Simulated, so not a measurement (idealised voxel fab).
Module name: voxel ribs on slabs (process module)
Cross-section cut: width 155 nm, square cells of 5 nm.
For the purposes of this document, a cross-section shall be understood as a grid of square cells, specified as bands listed in top-to-bottom order, each band consisting of one or more rows of cells.
Band: top and bottom heights (nm) first, top before bottom; then materials from left to right, widths in nm. "everywhere" marks a sole material filling the band edge to edge. "air" denotes empty space.
Ref level 0: as-received wafer is one material below here. Bottom band extends down with no lower bound ("from 0 down").
The expression "30 to 40" gives the width at the extremes of the band, the first number at its top row of cells and the second at its bottom row, with the width changing by equal amounts from each row to the next in between.
A step reported as "nothing got changed" is a step in which no cell of the cross-section changed.
"Enclosed empty spaces" contains a list of empty spaces, each no smaller than 8 cells and without an open way to the top, written in the form width x height at distance with the distance from the left edge and all three in nm.
Step line, after settings: the simulator's comment on this step.
You can add "overlay nm" to a step's line. For a step with a mask, it describes how far the mask lay to the right of its planned position, and a negative number describes a lay to the left.

### These are the steps we planned for the process
- 1: RECEIVE, material Si
- 2: DIRECTIONAL_DEP, material SiO2, thk nm 20
- 3: DIRECTIONAL_DEP, material SiN, thk nm 15
- 4: DIRECTIONAL_DEP, material aC, thk nm 15
- 5: PATTERN, tone cover, mask id RIB, material resist, width nm 30, thk nm 35, overlay nm 0
- 6: DIRECTIONAL_ETCH, etch materials aC, depth nm 15
- 7: STRIP, etch materials resist
- 8: DIRECTIONAL_ETCH, etch materials SiN, depth nm 10
- 9: STRIP, etch materials aC
- 10: MASKED_ETCH, tone cover, mask id SLAB, width nm 90, etch materials SiN, depth nm 5, overlay nm 0
- 11: FILL_DEP, material SiO2, thk nm 15
- 12: CMP, height nm 45
- 13: DIRECTIONAL_DEP, material W, thk nm 5
- 14: MASKED_ETCH, tone cover, mask id HEATER, width nm 40, etch materials W, depth nm 5, overlay nm 0
- 15: CONFORMAL_DEP, material SiN, thk nm 10

### The first of a set of two wafers, run to plan

### As-received wafer cross-section (after step 1)
> from 0 down  Si everywhere
> Enclosed empty spaces: none

### State of the wafer after step 2, shown in cross-section
> from 20 to 0  SiO2 everywhere
> Below 0, the layers are the same as they were.

### State of the wafer after step 3, shown in cross-section
> from 35 to 20  SiN everywhere
> Below 20, the layers are the same as they were.

### State of the wafer after step 4, shown in cross-section
> from 50 to 35  aC everywhere
> Below 35, the layers are the same as they were.

### State of the wafer after step 5, shown in cross-section
> from 85 to 50  air 60 nm  resist 30 nm  air 65 nm
> Below 50, the layers are the same as they were.

### State of the wafer after step 6, shown in cross-section
> from 70 to 50  air 60 nm  resist 30 nm  air 65 nm
> from 50 to 35  air 60 nm  aC 30 nm  air 65 nm
> Below 35, the layers are the same as they were.

### State of the wafer after step 7, shown in cross-section
> from 50 to 35  air 60 nm  aC 30 nm  air 65 nm
> Below 35, the layers are the same as they were.

### State of the wafer after step 8, shown in cross-section
> from 50 to 35  air 60 nm  aC 30 nm  air 65 nm
> from 35 to 25  air 60 nm  SiN 30 nm  air 65 nm
> Below 25, the layers are the same as they were.

### State of the wafer after step 9, shown in cross-section
> from 35 to 25  air 60 nm  SiN 30 nm  air 65 nm
> Below 25, the layers are the same as they were.

### State of the wafer after step 10, shown in cross-section
> from 35 to 25  air 60 nm  SiN 30 nm  air 65 nm
> from 25 to 20  air 30 nm  SiN 90 nm  air 35 nm
> Below 20, the layers are the same as they were.

### State of the wafer after step 11, shown in cross-section
> from 50 to 35  SiO2 everywhere
> from 35 to 25  SiO2 60 nm  SiN 30 nm  SiO2 65 nm
> from 25 to 20  SiO2 30 nm  SiN 90 nm  SiO2 35 nm
> Below 20, the layers are the same as they were.

### State of the wafer after step 12, shown in cross-section
> from 45 to 35  SiO2 everywhere
> Below 35, the layers are the same as they were.

### State of the wafer after step 13, shown in cross-section
> from 50 to 45  W everywhere
> Below 45, the layers are the same as they were.

### State of the wafer after step 14, shown in cross-section
> from 50 to 45  air 55 nm  W 40 nm  air 60 nm
> Below 45, the layers are the same as they were.

### State of the wafer after step 15, shown in cross-section
> from 60 to 55  air 45 nm  SiN 60 nm  air 50 nm
> from 55 to 50  SiN everywhere
> from 50 to 45  SiN 55 nm  W 40 nm  SiN 60 nm
> Below 45, the layers are the same as they were.

### Notes, second wafer: start = first wafer's, plan = first wafer's, execution had one mistake; history identical to first through step 2

### Cross-section of the second wafer when, according to plan, step 3 should have finished
> from 50 to 20  SiN everywhere
> Below 20, the layers are the same as they were.

### Cross-section of the second wafer when, according to plan, step 4 should have finished
> from 65 to 50  aC everywhere
> Below 50, the layers are the same as they were.

### Cross-section of the second wafer when, according to plan, step 5 should have finished
> from 100 to 65  air 60 nm  resist 30 nm  air 65 nm
> Below 65, the layers are the same as they were.

### Cross-section of the second wafer when, according to plan, step 6 should have finished
> from 85 to 65  air 60 nm  resist 30 nm  air 65 nm
> from 65 to 50  air 60 nm  aC 30 nm  air 65 nm
> Below 50, the layers are the same as they were.

### Cross-section of the second wafer when, according to plan, step 7 should have finished
> from 65 to 50  air 60 nm  aC 30 nm  air 65 nm
> Below 50, the layers are the same as they were.

### Cross-section of the second wafer when, according to plan, step 8 should have finished
> from 65 to 50  air 60 nm  aC 30 nm  air 65 nm
> from 50 to 40  air 60 nm  SiN 30 nm  air 65 nm
> Below 40, the layers are the same as they were.

### Cross-section of the second wafer when, according to plan, step 9 should have finished
> from 50 to 40  air 60 nm  SiN 30 nm  air 65 nm
> Below 40, the layers are the same as they were.

### Cross-section of the second wafer when, according to plan, step 10 should have finished
> from 50 to 40  air 60 nm  SiN 30 nm  air 65 nm
> from 40 to 35  air 30 nm  SiN 90 nm  air 35 nm
> Below 35, the layers are the same as they were.

### Cross-section of the second wafer when, according to plan, step 11 should have finished
> from 65 to 50  SiO2 everywhere
> from 50 to 40  SiO2 60 nm  SiN 30 nm  SiO2 65 nm
> from 40 to 35  SiO2 30 nm  SiN 90 nm  SiO2 35 nm
> Below 35, the layers are the same as they were.

### Cross-section of the second wafer when, according to plan, step 12 should have finished
> from 45 to 35  SiO2 60 to 30 nm  SiN 30 to 90 nm  SiO2 65 to 35 nm
> Below 35, the layers are the same as they were.

### Cross-section of the second wafer when, according to plan, step 13 should have finished
> from 50 to 45  W everywhere
> Below 45, the layers are the same as they were.

### Cross-section of the second wafer when, according to plan, step 14 should have finished
> from 50 to 45  air 55 nm  W 40 nm  air 60 nm
> Below 45, the layers are the same as they were.

### Cross-section of the second wafer when, according to plan, step 15 should have finished
> from 60 to 55  air 45 nm  SiN 60 nm  air 50 nm
> from 55 to 50  SiN everywhere
> from 50 to 45  SiN 55 nm  W 40 nm  SiN 60 nm
> Below 45, the layers are the same as they were.
Run error: step 3 was run twice
FYI, end of process, the second wafer has more or fewer cells of some materials than the first: SiN: 87 more | SiO2: 87 fewer
